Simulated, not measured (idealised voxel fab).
The document below concerns the process module designated voxel tone inversion.
180 nm wide, 5 nm square cells: that's cross-section cut.
Think of the cross-section as a grid of square cells. We describe it in bands, top to bottom, and each band covers one or more rows of those cells.
Quick guide to a band line: top height, bottom height (nm) up front; then every material left to right with its width in nm. Only one material and it's marked "edge to edge"? Then it fills the band edge to edge. And "air" just means empty space.
It should be noted that heights are counted from 0, beneath which the wafer as supplied is of one material throughout, and that the lowest band possesses no lower boundary but continues downward, as written in "z 0 and below".
Read "30..40" as a graded width: first number on top, second number at the bottom, same change between each pair of neighbouring rows.
"remains unaltered" -> step changed no cross-section cell.
Under "Trapped voids" you'll find the enclosed gaps, the ones with no way out to the top, that are 8 cells or bigger; each reads width x height at distance, with distance counted from the left edge, everything in nm.
Past the settings on a step's line: simulator remark, on that step.
Among the settings permitted on a step's line is "overlay nm"; applied to a step with a mask, it specifies the extent to which the mask lay to the right of its planned position, whereas a negative figure signifies a position to the left.
-- Set out below are the planned steps of the process
step 1: RECEIVE,material Si
step 2: CONFORMAL_DEP,material SiCN,thk nm 5
step 3: DIRECTIONAL_DEP,material aC,thk nm 15
step 4: PATTERN,tone cover,mask id POSTS,material resist,width nm 15,pitch nm 45,thk nm 25,overlay nm 0
step 5: DIRECTIONAL_ETCH,etch materials aC,depth nm 15
step 6: STRIP,etch materials resist
step 7: FILL_DEP,material SiO2,thk nm 10
step 8: CMP,height nm 20
step 9: STRIP,etch materials aC
-- Cross-sectional view of the wafer in its as-received condition, corresponding to the state after step 1
    z 0 and below = Si edge to edge
    Trapped voids: none
-- Look at the cross-section after the module: the wafer started out the way shown above and the plan was the one shown above, yet one mistake was made along the way
    z 20 to 0 = SiCN edge to edge
    z 0 and below = Si edge to edge
    Trapped voids: none
Plan not followed: step 3 was not run as planned; what actually ran was DIRECTIONAL_DEP,material SiCN,thk nm 15
